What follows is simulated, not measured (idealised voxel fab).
The following is a process module called voxel tone inversion.
Shown is cross-section cut, with a width of 210 nm and square cells of size 5 nm.
How to read a cross-section here: the picture is a grid of square cells, written as bands going from the top down, and any band can span one or more rows of cells. Top, bottom (nm), then materials left to right with widths (nm); lone material tagged "all across" fills the whole band edge to edge; "empty" = empty space. Height is counted from the level 0, under which the received wafer is composed throughout of one material. The lowest of the bands is not closed at the bottom but continues downward, in the notation "0 and below". Per-row width for "30->40": begins at first number (top row of band), ends at second number (bottom row), increment between rows held constant. "everything unchanged", as given for a step, is the statement that not any cell of the cross-section underwent a change during that step. For the entry "Closed-off voids", the listed items are empty spaces with no open way to the top whose size is 8 cells or more; each item follows the pattern width x height at distance, where distance is from the left edge and all three are in nm. Formally, on a step line, whatever follows the settings is a remark that the simulator itself makes on the step. For masked steps, "overlay nm" on the step line gives how far right of plan the mask actually lay; a minus sign means it lay to the left.
[Below is the list of planned process steps]
- 1: RECEIVE | material Si
- 2: CONFORMAL_DEP | material SiCN | thk nm 10
- 3: DIRECTIONAL_DEP | material polySi | thk nm 15
- 4: PATTERN | tone cover | mask id POSTS | material resist | width nm 15 | pitch nm 35 | thk nm 25 | overlay nm -15
- 5: DIRECTIONAL_ETCH | etch materials polySi | depth nm 15
- 6: STRIP | etch materials resist
- 7: FILL_DEP | material lowk | thk nm 10
- 8: CMP | height nm 25
- 9: STRIP | etch materials polySi
- 10: CONFORMAL_DEP | material TiN | thk nm 5
- 11: FILL_DEP | material W | thk nm 5
- 12: CMP | height nm 25
- 13: CONFORMAL_DEP | material SiCN | thk nm 5
The value of overlay nm given for step 4 in the plan refers to the first wafer; the wafers vary in this setting and are alike at the start.
[Cross-section of the first of several wafers on receipt, reflecting completion of step 1]
* 0 and below | Si all across
* Closed-off voids: none
[first wafer at the end, after step 13]
* 30 down to 25 | SiCN all across
* 25 down to 15 | 65 of lowk, then 5 of TiN, then 5 of W, then 5 of TiN, then 20 of lowk, then 5 of TiN, then 5 of W, then 5 of TiN, then 95 of lowk
* 15 down to 10 | 65 of lowk, then 15 of TiN, then 20 of lowk, then 15 of TiN, then 95 of lowk
* 10 down to 0 | SiCN all across
* 0 and below | Si all across
* Closed-off voids: none
[End of module: cross-section, last of several wafers]
* 30 down to 25 | SiCN all across
* 25 down to 15 | 95 of lowk, then 5 of TiN, then 5 of W, then 5 of TiN, then 20 of lowk, then 5 of TiN, then 5 of W, then 5 of TiN, then 65 of lowk
* 15 down to 10 | 95 of lowk, then 15 of TiN, then 20 of lowk, then 15 of TiN, then 65 of lowk
* 10 down to 0 | SiCN all across
* 0 and below | Si all across
* Closed-off voids: none
[The table below has one row for each wafer; a row shows, as of the end of the module, how many cells of each material the wafer has gained, marked (+), or lost, marked (-), since it was received, and then the wafer's closed voids]
overlay nm -15, +126 SiCN, +14 TiN, +4 W, +108 lowk, Closed-off voids: none
overlay nm -10, +126 SiCN, +14 TiN, +4 W, +108 lowk, Closed-off voids: none
overlay nm -5, +126 SiCN, +14 TiN, +4 W, +108 lowk, Closed-off voids: none
overlay nm 0, +126 SiCN, +14 TiN, +4 W, +108 lowk, Closed-off voids: none
overlay nm 5, +126 SiCN, +14 TiN, +4 W, +108 lowk, Closed-off voids: none
overlay nm 10, +126 SiCN, +14 TiN, +4 W, +108 lowk, Closed-off voids: none
overlay nm 15, +126 SiCN, +14 TiN, +4 W, +108 lowk, Closed-off voids: none
